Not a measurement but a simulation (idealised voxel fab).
Process module name: voxel wiring stack
Square cell edge 5 nm, section width 200 nm, ID cut.
A cross-section is a grid of square cells, given in bands from the top down. A band is one or more rows of cells.
Quick guide to a band line: top height, bottom height (nm) up front; then every material left to right with its width in nm. Only one material and it's marked "everywhere"? Then it fills the band edge to edge. And "empty" just means empty space.
We count height from 0. Below that, the starting wafer is all one material. The lowest band never ends at the bottom but goes on down; see "z 0 and below" for how that is written.
Width "30->40": first value at the band's top row of cells, second value at its bottom row, equal change from row to row.
"identical to before" -> step changed no cross-section cell.
Listed in "Closed void entries": every empty space of 8 or more cells without an open way to the top. Form: width x height at distance, the distance being from the left edge, all in nm.
Step line, after settings: the simulator's comment on this step.
"overlay nm", when on a step's line for a step with a mask, measures how far to the right of its planned place the mask lay; a negative measure means to the left.
Every pair from here on: before one process step, after it. The after cross-section reaches only to the lowest band that changed. Below the pair: the step in between and its settings. Pairs can belong to different runs of this module on the same starting wafer; a pair carries on from the pair above only if the entry headed "Pre-processing view" says so.
PRE-PROCESSING VIEW
* z 95 to 85: lowk everywhere
* z 85 to 80: SiCN everywhere
* z 80 to 65: lowk 25 nm; TiN 5 nm; Cu 15 nm; TiN 5 nm; lowk 15 nm; TiN 5 nm; Cu 15 nm; TiN 5 nm; lowk 15 nm; TiN 5 nm; Cu 15 nm; TiN 5 nm; lowk 15 nm; TiN 5 nm; Cu 15 nm; TiN 5 nm; lowk 30 nm
* z 65 to 60: lowk 25 nm; TiN 5 nm; Cu 5 nm; TiN 15 nm; lowk 15 nm; TiN 5 nm; Cu 5 nm; TiN 15 nm; lowk 15 nm; TiN 5 nm; Cu 5 nm; TiN 15 nm; lowk 15 nm; TiN 5 nm; Cu 5 nm; TiN 15 nm; lowk 30 nm
* z 60 to 45: lowk 25 nm; TiN 5 nm; Cu 5 nm; TiN 5 nm; lowk 25 nm; TiN 5 nm; Cu 5 nm; TiN 5 nm; lowk 25 nm; TiN 5 nm; Cu 5 nm; TiN 5 nm; lowk 25 nm; TiN 5 nm; Cu 5 nm; TiN 5 nm; lowk 40 nm
* z 45 to 40: SiCN 25 nm; TiN 15 nm; SiCN 25 nm; TiN 15 nm; SiCN 25 nm; TiN 15 nm; SiCN 25 nm; TiN 15 nm; SiCN 40 nm
* z 40 to 20: lowk 25 nm; TiN 5 nm; Ru 15 nm; TiN 5 nm; lowk 15 nm; TiN 5 nm; Ru 15 nm; TiN 5 nm; lowk 15 nm; TiN 5 nm; Ru 15 nm; TiN 5 nm; lowk 15 nm; TiN 5 nm; Ru 15 nm; TiN 5 nm; lowk 30 nm
* z 20 to 15: SiCN 25 nm; TiN 25 nm; SiCN 15 nm; TiN 25 nm; SiCN 15 nm; TiN 25 nm; SiCN 15 nm; TiN 25 nm; SiCN 30 nm
* z 15 to 0: SiO2 everywhere
* z 0 and below: Si everywhere
* Closed void entries: none
STRUCTURE AFTER STEP
* z 95 to 85: lowk 30 nm; empty 15 nm; lowk 65 nm; empty 15 nm; lowk 75 nm
* below 85: unchanged
* Closed void entries: none
Step between the cross-sections above: MASKED_ETCH with tone open, mask id PLUG_2, width nm 15, pitch nm 80, etch materials lowk, depth nm 10, overlay nm 5
Pre-processing view: It is represented by the cross-section appearing after the step of the pair directly above.
STRUCTURE AFTER STEP
* z 95 to 85: lowk 30 nm; empty 15 nm; lowk 65 nm; empty 15 nm; lowk 75 nm
* z 85 to 80: SiCN 30 nm; empty 10 nm; SiCN 70 nm; empty 10 nm; SiCN 80 nm
* below 80: unchanged
* Closed void entries: none
Step between the cross-sections above: MASKED_ETCH with tone open, mask id PLUG_2, width nm 15, pitch nm 80, etch materials SiCN, depth nm 5, overlay nm 0
Pre-processing view: It is represented by the cross-section appearing after the step of the pair directly above.
STRUCTURE AFTER STEP
* z 100 to 95: TiN 35 nm; empty 5 nm; TiN 75 nm; empty 5 nm; TiN 80 nm
* z 95 to 90: lowk 30 nm; TiN 5 nm; empty 5 nm; TiN 5 nm; lowk 65 nm; TiN 5 nm; empty 5 nm; TiN 5 nm; lowk 75 nm
* z 90 to 85: lowk 30 nm; TiN 15 nm; lowk 65 nm; TiN 15 nm; lowk 75 nm
* z 85 to 80: SiCN 30 nm; TiN 10 nm; SiCN 70 nm; TiN 10 nm; SiCN 80 nm
* below 80: unchanged
* Closed void entries: none
Step between the cross-sections above: CONFORMAL_DEP with material TiN, thk nm 5
Pre-processing view: It is represented by the cross-section appearing after the step of the pair directly above.
STRUCTURE AFTER STEP
* z 110 to 100: W everywhere
* z 100 to 95: TiN 35 nm; W 5 nm; TiN 75 nm; W 5 nm; TiN 80 nm
* z 95 to 90: lowk 30 nm; TiN 5 nm; W 5 nm; TiN 5 nm; lowk 65 nm; TiN 5 nm; W 5 nm; TiN 5 nm; lowk 75 nm
* below 90: unchanged
* Closed void entries: none
Step between the cross-sections above: FILL_DEP with material W, thk nm 10
Pre-processing view: It is represented by the cross-section appearing after the step of the pair directly above.
STRUCTURE AFTER STEP
* z 95 to 90: lowk 30 nm; TiN 5 nm; W 5 nm; TiN 5 nm; lowk 65 nm; TiN 5 nm; W 5 nm; TiN 5 nm; lowk 75 nm
* below 90: unchanged
* Closed void entries: none
Step between the cross-sections above: CMP with height nm 95
Pre-processing view: It is represented by the cross-section appearing after the step of the pair directly above.
STRUCTURE AFTER STEP
* z 100 to 95: TiN everywhere
* below 95: unchanged
* Closed void entries: none
Step between the cross-sections above: DIRECTIONAL_DEP with material TiN, thk nm 5
Pre-processing view: It is represented by the cross-section appearing after the step of the pair directly above.
STRUCTURE AFTER STEP
* z 125 to 100: Ru everywhere
* below 100: unchanged
* Closed void entries: none
Step between the cross-sections above: DIRECTIONAL_DEP with material Ru, thk nm 25
Pre-processing view: It is represented by the cross-section appearing after the step of the pair directly above.
STRUCTURE AFTER STEP
* z 145 to 125: empty 25 nm; resist 25 nm; empty 15 nm; resist 25 nm; empty 15 nm; resist 25 nm; empty 15 nm; resist 25 nm; empty 30 nm
* below 125: unchanged
* Closed void entries: none
Step between the cross-sections above: PATTERN with tone cover, mask id METAL_3, material resist, width nm 25, pitch nm 40, thk nm 20, overlay nm 0
Pre-processing view: It is represented by the cross-section appearing after the step of the pair directly above.
STRUCTURE AFTER STEP
* z 145 to 125: empty 25 nm; resist 25 nm; empty 15 nm; resist 25 nm; empty 15 nm; resist 25 nm; empty 15 nm; resist 25 nm; empty 30 nm
* z 125 to 100: empty 25 nm; Ru 25 nm; empty 15 nm; Ru 25 nm; empty 15 nm; Ru 25 nm; empty 15 nm; Ru 25 nm; empty 30 nm
* below 100: unchanged
* Closed void entries: none
Step between the cross-sections above: DIRECTIONAL_ETCH with etch materials Ru, depth nm 25
Pre-processing view: It is represented by the cross-section appearing after the step of the pair directly above.
STRUCTURE AFTER STEP
* z 145 to 125: empty 25 nm; resist 25 nm; empty 15 nm; resist 25 nm; empty 15 nm; resist 25 nm; empty 15 nm; resist 25 nm; empty 30 nm
* z 125 to 100: empty 25 nm; Ru 25 nm; empty 15 nm; Ru 25 nm; empty 15 nm; Ru 25 nm; empty 15 nm; Ru 25 nm; empty 30 nm
* z 100 to 95: empty 25 nm; TiN 25 nm; empty 15 nm; TiN 25 nm; empty 15 nm; TiN 25 nm; empty 15 nm; TiN 25 nm; empty 30 nm
* below 95: unchanged
* Closed void entries: none
Step between the cross-sections above: DIRECTIONAL_ETCH with etch materials TiN, depth nm 5
Pre-processing view: It is represented by the cross-section appearing after the step of the pair directly above.
STRUCTURE AFTER STEP
* z 125 to 100: empty 25 nm; Ru 25 nm; empty 15 nm; Ru 25 nm; empty 15 nm; Ru 25 nm; empty 15 nm; Ru 25 nm; empty 30 nm
* below 100: unchanged
* Closed void entries: none
Step between the cross-sections above: STRIP with etch materials resist
Pre-processing view: It is represented by the cross-section appearing after the step of the pair directly above.
STRUCTURE AFTER STEP
* z 135 to 125: lowk everywhere
* z 125 to 100: lowk 25 nm; Ru 25 nm; lowk 15 nm; Ru 25 nm; lowk 15 nm; Ru 25 nm; lowk 15 nm; Ru 25 nm; lowk 30 nm
* z 100 to 95: lowk 25 nm; TiN 25 nm; lowk 15 nm; TiN 25 nm; lowk 15 nm; TiN 25 nm; lowk 15 nm; TiN 25 nm; lowk 30 nm
* below 95: unchanged
* Closed void entries: none
Step between the cross-sections above: FILL_DEP with material lowk, thk nm 10
Pre-processing view: It is represented by the cross-section appearing after the step of the pair directly above.
STRUCTURE AFTER STEP
* z 125 to 100: lowk 25 nm; Ru 25 nm; lowk 15 nm; Ru 25 nm; lowk 15 nm; Ru 25 nm; lowk 15 nm; Ru 25 nm; lowk 30 nm
* below 100: unchanged
* Closed void entries: none
Step between the cross-sections above: CMP with height nm 125
Pre-processing view: It is represented by the cross-section appearing after the step of the pair directly above.
STRUCTURE AFTER STEP
* z 130 to 125: SiCN everywhere
* below 125: unchanged
* Closed void entries: none
Step between the cross-sections above: CONFORMAL_DEP with material SiCN, thk nm 5
PRE-PROCESSING VIEW
* z 20 to 15: SiCN everywhere
* z 15 to 0: SiO2 everywhere
* z 0 and below: Si everywhere
* Closed void entries: none
STRUCTURE AFTER STEP
* z 40 to 15: SiCN everywhere
* below 15: unchanged
* Closed void entries: none
Step between the cross-sections above: DIRECTIONAL_DEP with material SiCN, thk nm 20
Pre-processing view: It is represented by the cross-section appearing after the step of the pair directly above.
STRUCTURE AFTER STEP
* z 50 to 40: aC everywhere
* below 40: unchanged
* Closed void entries: none
Step between the cross-sections above: DIRECTIONAL_DEP with material aC, thk nm 10
Pre-processing view: It is represented by the cross-section appearing after the step of the pair directly above.
STRUCTURE AFTER STEP
* z 75 to 50: resist 25 nm; empty 25 nm; resist 15 nm; empty 25 nm; resist 15 nm; empty 25 nm; resist 15 nm; empty 25 nm; resist 30 nm
* below 50: unchanged
* Closed void entries: none
Step between the cross-sections above: PATTERN with tone open, mask id METAL_1, material resist, width nm 25, pitch nm 40, thk nm 25, overlay nm 0
Pre-processing view: It is represented by the cross-section appearing after the step of the pair directly above.
STRUCTURE AFTER STEP
* z 65 to 50: resist 25 nm; empty 25 nm; resist 15 nm; empty 25 nm; resist 15 nm; empty 25 nm; resist 15 nm; empty 25 nm; resist 30 nm
* z 50 to 40: aC 25 nm; empty 25 nm; aC 15 nm; empty 25 nm; aC 15 nm; empty 25 nm; aC 15 nm; empty 25 nm; aC 30 nm
* below 40: unchanged
* Closed void entries: none
Step between the cross-sections above: DIRECTIONAL_ETCH with etch materials aC, depth nm 10
Pre-processing view: It is represented by the cross-section appearing after the step of the pair directly above.
STRUCTURE AFTER STEP
* z 50 to 40: aC 25 nm; empty 25 nm; aC 15 nm; empty 25 nm; aC 15 nm; empty 25 nm; aC 15 nm; empty 25 nm; aC 30 nm
* below 40: unchanged
* Closed void entries: none
Step between the cross-sections above: STRIP with etch materials resist
Pre-processing view: It is represented by the cross-section appearing after the step of the pair directly above.
STRUCTURE AFTER STEP
* z 50 to 40: aC 25 nm; empty 25 nm; aC 15 nm; empty 25 nm; aC 15 nm; empty 25 nm; aC 15 nm; empty 25 nm; aC 30 nm
* z 40 to 35: SiCN 25 nm; empty 25 nm; SiCN 15 nm; empty 25 nm; SiCN 15 nm; empty 25 nm; SiCN 15 nm; empty 25 nm; SiCN 30 nm
* below 35: unchanged
* Closed void entries: none
Step between the cross-sections above: DIRECTIONAL_ETCH with etch materials SiCN, depth nm 5
Pre-processing view: It is represented by the cross-section appearing after the step of the pair directly above.
STRUCTURE AFTER STEP
* z 40 to 35: SiCN 25 nm; empty 25 nm; SiCN 15 nm; empty 25 nm; SiCN 15 nm; empty 25 nm; SiCN 15 nm; empty 25 nm; SiCN 30 nm
* below 35: unchanged
* Closed void entries: none
Step between the cross-sections above: STRIP with etch materials aC
Pre-processing view: It is represented by the cross-section appearing after the step of the pair directly above.
STRUCTURE AFTER STEP
* z 45 to 40: TiN 30 nm; empty 15 nm; TiN 25 nm; empty 15 nm; TiN 25 nm; empty 15 nm; TiN 25 nm; empty 15 nm; TiN 35 nm
* z 40 to 35: SiCN 25 nm; TiN 25 nm; SiCN 15 nm; TiN 25 nm; SiCN 15 nm; TiN 25 nm; SiCN 15 nm; TiN 25 nm; SiCN 30 nm
* below 35: unchanged
* Closed void entries: none
Step between the cross-sections above: CONFORMAL_DEP with material TiN, thk nm 5
Pre-processing view: It is represented by the cross-section appearing after the step of the pair directly above.
STRUCTURE AFTER STEP
* z 55 to 45: Ru everywhere
* z 45 to 40: TiN 30 nm; Ru 15 nm; TiN 25 nm; Ru 15 nm; TiN 25 nm; Ru 15 nm; TiN 25 nm; Ru 15 nm; TiN 35 nm
* below 40: unchanged
* Closed void entries: none
Step between the cross-sections above: FILL_DEP with material Ru, thk nm 10
Pre-processing view: It is represented by the cross-section appearing after the step of the pair directly above.
STRUCTURE AFTER STEP
* z 40 to 35: SiCN 25 nm; TiN 25 nm; SiCN 15 nm; TiN 25 nm; SiCN 15 nm; TiN 25 nm; SiCN 15 nm; TiN 25 nm; SiCN 30 nm
* below 35: unchanged
* Closed void entries: none
Step between the cross-sections above: CMP with height nm 40
Pre-processing view: It is represented by the cross-section appearing after the step of the pair directly above.
STRUCTURE AFTER STEP
* z 45 to 40: SiCN everywhere
* below 40: unchanged
* Closed void entries: none
Step between the cross-sections above: CONFORMAL_DEP with material SiCN, thk nm 5
Pre-processing view: It is represented by the cross-section appearing after the step of the pair directly above.
STRUCTURE AFTER STEP
* z 80 to 45: lowk everywhere
* below 45: unchanged
* Closed void entries: none
Step between the cross-sections above: DIRECTIONAL_DEP with material lowk, thk nm 35
Pre-processing view: It is represented by the cross-section appearing after the step of the pair directly above.
STRUCTURE AFTER STEP
* z 95 to 80: aC everywhere
* below 80: unchanged
* Closed void entries: none
Step between the cross-sections above: DIRECTIONAL_DEP with material aC, thk nm 15
Pre-processing view: It is represented by the cross-section appearing after the step of the pair directly above.
STRUCTURE AFTER STEP
* z 125 to 95: resist 25 nm; empty 15 nm; resist 25 nm; empty 15 nm; resist 25 nm; empty 15 nm; resist 25 nm; empty 15 nm; resist 40 nm
* below 95: unchanged
* Closed void entries: none
Step between the cross-sections above: PATTERN with tone open, mask id METAL_2_HOLES, material resist, width nm 15, pitch nm 40, thk nm 30, overlay nm 0
Pre-processing view: It is represented by the cross-section appearing after the step of the pair directly above.
STRUCTURE AFTER STEP
* z 110 to 95: resist 25 nm; empty 15 nm; resist 25 nm; empty 15 nm; resist 25 nm; empty 15 nm; resist 25 nm; empty 15 nm; resist 40 nm
* z 95 to 80: aC 25 nm; empty 15 nm; aC 25 nm; empty 15 nm; aC 25 nm; empty 15 nm; aC 25 nm; empty 15 nm; aC 40 nm
* below 80: unchanged
* Closed void entries: none
Step between the cross-sections above: DIRECTIONAL_ETCH with etch materials aC, depth nm 15
Pre-processing view: It is represented by the cross-section appearing after the step of the pair directly above.
STRUCTURE AFTER STEP
* z 95 to 80: aC 25 nm; empty 15 nm; aC 25 nm; empty 15 nm; aC 25 nm; empty 15 nm; aC 25 nm; empty 15 nm; aC 40 nm
* below 80: unchanged
* Closed void entries: none
Step between the cross-sections above: STRIP with etch materials resist
Pre-processing view: It is represented by the cross-section appearing after the step of the pair directly above.
STRUCTURE AFTER STEP
* z 95 to 80: aC 25 nm; empty 15 nm; aC 25 nm; empty 15 nm; aC 25 nm; empty 15 nm; aC 25 nm; empty 15 nm; aC 40 nm
* z 80 to 45: lowk 25 nm; empty 15 nm; lowk 25 nm; empty 15 nm; lowk 25 nm; empty 15 nm; lowk 25 nm; empty 15 nm; lowk 40 nm
* below 45: unchanged
* Closed void entries: none
Step between the cross-sections above: DIRECTIONAL_ETCH with etch materials lowk, depth nm 35
Pre-processing view: It is represented by the cross-section appearing after the step of the pair directly above.
STRUCTURE AFTER STEP
* z 80 to 45: lowk 25 nm; empty 15 nm; lowk 25 nm; empty 15 nm; lowk 25 nm; empty 15 nm; lowk 25 nm; empty 15 nm; lowk 40 nm
* below 45: unchanged
* Closed void entries: none
Step between the cross-sections above: STRIP with etch materials aC
Pre-processing view: It is represented by the cross-section appearing after the step of the pair directly above.
STRUCTURE AFTER STEP
* z 90 to 80: aC 25 nm; empty 15 nm; aC 25 nm; empty 15 nm; aC 25 nm; empty 15 nm; aC 25 nm; empty 15 nm; aC 40 nm
* z 80 to 55: lowk 25 nm; empty 15 nm; lowk 25 nm; empty 15 nm; lowk 25 nm; empty 15 nm; lowk 25 nm; empty 15 nm; lowk 40 nm
* z 55 to 45: lowk 25 nm; aC 15 nm; lowk 25 nm; aC 15 nm; lowk 25 nm; aC 15 nm; lowk 25 nm; aC 15 nm; lowk 40 nm
* below 45: unchanged
* Closed void entries: none
Step between the cross-sections above: DIRECTIONAL_DEP with material aC, thk nm 10
Pre-processing view: It is represented by the cross-section appearing after the step of the pair directly above.
STRUCTURE AFTER STEP
* z 115 to 90: resist 25 nm; empty 25 nm; resist 15 nm; empty 25 nm; resist 15 nm; empty 25 nm; resist 15 nm; empty 25 nm; resist 30 nm
* below 90: unchanged
* Closed void entries: none
Step between the cross-sections above: PATTERN with tone open, mask id METAL_2, material resist, width nm 25, pitch nm 40, thk nm 25, overlay nm 0
Pre-processing view: It is represented by the cross-section appearing after the step of the pair directly above.
STRUCTURE AFTER STEP
* z 105 to 90: resist 25 nm; empty 25 nm; resist 15 nm; empty 25 nm; resist 15 nm; empty 25 nm; resist 15 nm; empty 25 nm; resist 30 nm
* z 90 to 80: aC 25 nm; empty 25 nm; aC 15 nm; empty 25 nm; aC 15 nm; empty 25 nm; aC 15 nm; empty 25 nm; aC 30 nm
* z 80 to 45: lowk 25 nm; empty 15 nm; lowk 25 nm; empty 15 nm; lowk 25 nm; empty 15 nm; lowk 25 nm; empty 15 nm; lowk 40 nm
* below 45: unchanged
* Closed void entries: none
Step between the cross-sections above: DIRECTIONAL_ETCH with etch materials aC, depth nm 10
Pre-processing view: It is represented by the cross-section appearing after the step of the pair directly above.
STRUCTURE AFTER STEP
* z 90 to 80: aC 25 nm; empty 25 nm; aC 15 nm; empty 25 nm; aC 15 nm; empty 25 nm; aC 15 nm; empty 25 nm; aC 30 nm
* below 80: unchanged
* Closed void entries: none
Step between the cross-sections above: STRIP with etch materials resist
Pre-processing view: It is represented by the cross-section appearing after the step of the pair directly above.
STRUCTURE AFTER STEP
* z 90 to 80: aC 25 nm; empty 25 nm; aC 15 nm; empty 25 nm; aC 15 nm; empty 25 nm; aC 15 nm; empty 25 nm; aC 30 nm
* z 80 to 60: lowk 25 nm; empty 25 nm; lowk 15 nm; empty 25 nm; lowk 15 nm; empty 25 nm; lowk 15 nm; empty 25 nm; lowk 30 nm
* below 60: unchanged
* Closed void entries: none
Step between the cross-sections above: DIRECTIONAL_ETCH with etch materials lowk, depth nm 20
Pre-processing view: It is represented by the cross-section appearing after the step of the pair directly above.
STRUCTURE AFTER STEP
* z 90 to 80: aC 25 nm; empty 25 nm; aC 15 nm; empty 25 nm; aC 15 nm; empty 25 nm; aC 15 nm; empty 25 nm; aC 30 nm
* z 80 to 60: lowk 25 nm; empty 25 nm; lowk 15 nm; empty 25 nm; lowk 15 nm; empty 25 nm; lowk 15 nm; empty 25 nm; lowk 30 nm
* z 60 to 45: lowk 25 nm; empty 15 nm; lowk 25 nm; empty 15 nm; lowk 25 nm; empty 15 nm; lowk 25 nm; empty 15 nm; lowk 40 nm
* z 45 to 40: SiCN 25 nm; empty 15 nm; SiCN 25 nm; empty 15 nm; SiCN 25 nm; empty 15 nm; SiCN 25 nm; empty 15 nm; SiCN 40 nm
* below 40: unchanged
* Closed void entries: none
Step between the cross-sections above: DIRECTIONAL_ETCH with etch materials SiCN, depth nm 5
Pre-processing view: It is represented by the cross-section appearing after the step of the pair directly above.
STRUCTURE AFTER STEP
* z 80 to 60: lowk 25 nm; empty 25 nm; lowk 15 nm; empty 25 nm; lowk 15 nm; empty 25 nm; lowk 15 nm; empty 25 nm; lowk 30 nm
* below 60: unchanged
* Closed void entries: none
Step between the cross-sections above: STRIP with etch materials aC
Pre-processing view: It is represented by the cross-section appearing after the step of the pair directly above.
STRUCTURE AFTER STEP
* z 85 to 80: TiN 30 nm; empty 15 nm; TiN 25 nm; empty 15 nm; TiN 25 nm; empty 15 nm; TiN 25 nm; empty 15 nm; TiN 35 nm
* z 80 to 65: lowk 25 nm; TiN 5 nm; empty 15 nm; TiN 5 nm; lowk 15 nm; TiN 5 nm; empty 15 nm; TiN 5 nm; lowk 15 nm; TiN 5 nm; empty 15 nm; TiN 5 nm; lowk 15 nm; TiN 5 nm; empty 15 nm; TiN 5 nm; lowk 30 nm
* z 65 to 60: lowk 25 nm; TiN 5 nm; empty 5 nm; TiN 15 nm; lowk 15 nm; TiN 5 nm; empty 5 nm; TiN 15 nm; lowk 15 nm; TiN 5 nm; empty 5 nm; TiN 15 nm; lowk 15 nm; TiN 5 nm; empty 5 nm; TiN 15 nm; lowk 30 nm
* z 60 to 45: lowk 25 nm; TiN 5 nm; empty 5 nm; TiN 5 nm; lowk 25 nm; TiN 5 nm; empty 5 nm; TiN 5 nm; lowk 25 nm; TiN 5 nm; empty 5 nm; TiN 5 nm; lowk 25 nm; TiN 5 nm; empty 5 nm; TiN 5 nm; lowk 40 nm
* z 45 to 35: SiCN 25 nm; TiN 15->25 nm; SiCN 25->15 nm; TiN 15->25 nm; SiCN 25->15 nm; TiN 15->25 nm; SiCN 25->15 nm; TiN 15->25 nm; SiCN 40->30 nm
* below 35: unchanged
* Closed void entries: none
Step between the cross-sections above: CONFORMAL_DEP with material TiN, thk nm 5
Pre-processing view: It is represented by the cross-section appearing after the step of the pair directly above.
STRUCTURE AFTER STEP
* z 90 to 85: Cu everywhere
* z 85 to 80: TiN 30 nm; Cu 15 nm; TiN 25 nm; Cu 15 nm; TiN 25 nm; Cu 15 nm; TiN 25 nm; Cu 15 nm; TiN 35 nm
* z 80 to 65: lowk 25 nm; TiN 5 nm; Cu 15 nm; TiN 5 nm; lowk 15 nm; TiN 5 nm; Cu 15 nm; TiN 5 nm; lowk 15 nm; TiN 5 nm; Cu 15 nm; TiN 5 nm; lowk 15 nm; TiN 5 nm; Cu 15 nm; TiN 5 nm; lowk 30 nm
* z 65 to 60: lowk 25 nm; TiN 5 nm; Cu 5 nm; TiN 15 nm; lowk 15 nm; TiN 5 nm; Cu 5 nm; TiN 15 nm; lowk 15 nm; TiN 5 nm; Cu 5 nm; TiN 15 nm; lowk 15 nm; TiN 5 nm; Cu 5 nm; TiN 15 nm; lowk 30 nm
* z 60 to 45: lowk 25 nm; TiN 5 nm; Cu 5 nm; TiN 5 nm; lowk 25 nm; TiN 5 nm; Cu 5 nm; TiN 5 nm; lowk 25 nm; TiN 5 nm; Cu 5 nm; TiN 5 nm; lowk 25 nm; TiN 5 nm; Cu 5 nm; TiN 5 nm; lowk 40 nm
* below 45: unchanged
* Closed void entries: none
Step between the cross-sections above: FILL_DEP with material Cu, thk nm 5
Pre-processing view: It is represented by the cross-section appearing after the step of the pair directly above.
STRUCTURE AFTER STEP
* z 80 to 65: lowk 25 nm; TiN 5 nm; Cu 15 nm; TiN 5 nm; lowk 15 nm; TiN 5 nm; Cu 15 nm; TiN 5 nm; lowk 15 nm; TiN 5 nm; Cu 15 nm; TiN 5 nm; lowk 15 nm; TiN 5 nm; Cu 15 nm; TiN 5 nm; lowk 30 nm
* below 65: unchanged
* Closed void entries: none
Step between the cross-sections above: CMP with height nm 80
Pre-processing view: It is represented by the cross-section appearing after the step of the pair directly above.
STRUCTURE AFTER STEP
* z 85 to 80: SiCN everywhere
* below 80: unchanged
* Closed void entries: none
Step between the cross-sections above: CONFORMAL_DEP with material SiCN, thk nm 5
Pre-processing view: It is represented by the cross-section appearing after the step of the pair directly above.
STRUCTURE AFTER STEP
* z 95 to 85: lowk everywhere
* below 85: unchanged
* Closed void entries: none
Step between the cross-sections above: DIRECTIONAL_DEP with material lowk, thk nm 10
Pre-processing view: It is represented by the cross-section appearing after the step of the pair directly above.
STRUCTURE AFTER STEP
* z 95 to 85: lowk 25 nm; empty 15 nm; lowk 65 nm; empty 15 nm; lowk 80 nm
* below 85: unchanged
* Closed void entries: none
Step between the cross-sections above: MASKED_ETCH with tone open, mask id PLUG_2, width nm 15, pitch nm 80, etch materials lowk, depth nm 10, overlay nm 0
Pre-processing view: It is represented by the cross-section appearing after the step of the pair directly above.
STRUCTURE AFTER STEP
* z 95 to 85: lowk 25 nm; empty 15 nm; lowk 65 nm; empty 15 nm; lowk 80 nm
* z 85 to 80: SiCN 25 nm; empty 15 nm; SiCN 65 nm; empty 15 nm; SiCN 80 nm
* below 80: unchanged
* Closed void entries: none
Step between the cross-sections above: MASKED_ETCH with tone open, mask id PLUG_2, width nm 15, pitch nm 80, etch materials SiCN, depth nm 5, overlay nm 0
Pre-processing view: It is represented by the cross-section appearing after the step of the pair directly above.
STRUCTURE AFTER STEP
* z 100 to 95: TiN 30 nm; empty 5 nm; TiN 75 nm; empty 5 nm; TiN 85 nm
* z 95 to 85: lowk 25 nm; TiN 5 nm; empty 5 nm; TiN 5 nm; lowk 65 nm; TiN 5 nm; empty 5 nm; TiN 5 nm; lowk 80 nm
* z 85 to 80: SiCN 25 nm; TiN 15 nm; SiCN 65 nm; TiN 15 nm; SiCN 80 nm
* below 80: unchanged
* Closed void entries: none
Step between the cross-sections above: CONFORMAL_DEP with material TiN, thk nm 5
Pre-processing view: It is represented by the cross-section appearing after the step of the pair directly above.
STRUCTURE AFTER STEP
* z 110 to 100: W everywhere
* z 100 to 95: TiN 30 nm; W 5 nm; TiN 75 nm; W 5 nm; TiN 85 nm
* z 95 to 85: lowk 25 nm; TiN 5 nm; W 5 nm; TiN 5 nm; lowk 65 nm; TiN 5 nm; W 5 nm; TiN 5 nm; lowk 80 nm
* below 85: unchanged
* Closed void entries: none
Step between the cross-sections above: FILL_DEP with material W, thk nm 10
Pre-processing view: It is represented by the cross-section appearing after the step of the pair directly above.
STRUCTURE AFTER STEP
* z 95 to 85: lowk 25 nm; TiN 5 nm; W 5 nm; TiN 5 nm; lowk 65 nm; TiN 5 nm; W 5 nm; TiN 5 nm; lowk 80 nm
* below 85: unchanged
* Closed void entries: none
Step between the cross-sections above: CMP with height nm 95
Pre-processing view: It is represented by the cross-section appearing after the step of the pair directly above.
STRUCTURE AFTER STEP
* z 100 to 95: TiN everywhere
* below 95: unchanged
* Closed void entries: none
Step between the cross-sections above: DIRECTIONAL_DEP with material TiN, thk nm 5
Pre-processing view: It is represented by the cross-section appearing after the step of the pair directly above.
STRUCTURE AFTER STEP
* z 125 to 100: Ru everywhere
* below 100: unchanged
* Closed void entries: none
Step between the cross-sections above: DIRECTIONAL_DEP with material Ru, thk nm 25
Pre-processing view: It is represented by the cross-section appearing after the step of the pair directly above.
STRUCTURE AFTER STEP
* z 145 to 125: empty 25 nm; resist 25 nm; empty 15 nm; resist 25 nm; empty 15 nm; resist 25 nm; empty 15 nm; resist 25 nm; empty 30 nm
* below 125: unchanged
* Closed void entries: none
Step between the cross-sections above: PATTERN with tone cover, mask id METAL_3, material resist, width nm 25, pitch nm 40, thk nm 20, overlay nm 0
Pre-processing view: It is represented by the cross-section appearing after the step of the pair directly above.
STRUCTURE AFTER STEP
* z 145 to 125: empty 25 nm; resist 25 nm; empty 15 nm; resist 25 nm; empty 15 nm; resist 25 nm; empty 15 nm; resist 25 nm; empty 30 nm
* z 125 to 100: empty 25 nm; Ru 25 nm; empty 15 nm; Ru 25 nm; empty 15 nm; Ru 25 nm; empty 15 nm; Ru 25 nm; empty 30 nm
* below 100: unchanged
* Closed void entries: none
Step between the cross-sections above: DIRECTIONAL_ETCH with etch materials Ru, depth nm 25
Pre-processing view: It is represented by the cross-section appearing after the step of the pair directly above.
STRUCTURE AFTER STEP
* z 145 to 125: empty 25 nm; resist 25 nm; empty 15 nm; resist 25 nm; empty 15 nm; resist 25 nm; empty 15 nm; resist 25 nm; empty 30 nm
* z 125 to 100: empty 25 nm; Ru 25 nm; empty 15 nm; Ru 25 nm; empty 15 nm; Ru 25 nm; empty 15 nm; Ru 25 nm; empty 30 nm
* z 100 to 95: empty 25 nm; TiN 25 nm; empty 15 nm; TiN 25 nm; empty 15 nm; TiN 25 nm; empty 15 nm; TiN 25 nm; empty 30 nm
* below 95: unchanged
* Closed void entries: none
Step between the cross-sections above: DIRECTIONAL_ETCH with etch materials TiN, depth nm 5
Pre-processing view: It is represented by the cross-section appearing after the step of the pair directly above.
STRUCTURE AFTER STEP
* z 125 to 100: empty 25 nm; Ru 25 nm; empty 15 nm; Ru 25 nm; empty 15 nm; Ru 25 nm; empty 15 nm; Ru 25 nm; empty 30 nm
* below 100: unchanged
* Closed void entries: none
Step between the cross-sections above: STRIP with etch materials resist
Pre-processing view: It is represented by the cross-section appearing after the step of the pair directly above.
STRUCTURE AFTER STEP
* z 135 to 125: lowk everywhere
* z 125 to 100: lowk 25 nm; Ru 25 nm; lowk 15 nm; Ru 25 nm; lowk 15 nm; Ru 25 nm; lowk 15 nm; Ru 25 nm; lowk 30 nm
* z 100 to 95: lowk 25 nm; TiN 25 nm; lowk 15 nm; TiN 25 nm; lowk 15 nm; TiN 25 nm; lowk 15 nm; TiN 25 nm; lowk 30 nm
* below 95: unchanged
* Closed void entries: none
Step between the cross-sections above: FILL_DEP with material lowk, thk nm 10
Pre-processing view: It is represented by the cross-section appearing after the step of the pair directly above.
STRUCTURE AFTER STEP
* z 125 to 100: lowk 25 nm; Ru 25 nm; lowk 15 nm; Ru 25 nm; lowk 15 nm; Ru 25 nm; lowk 15 nm; Ru 25 nm; lowk 30 nm
* below 100: unchanged
* Closed void entries: none
Step between the cross-sections above: CMP with height nm 125
Pre-processing view: It is represented by the cross-section appearing after the step of the pair directly above.
STRUCTURE AFTER STEP
* z 130 to 125: SiCN everywhere
* below 125: unchanged
* Closed void entries: none
Step between the cross-sections above: CONFORMAL_DEP with material SiCN, thk nm 5
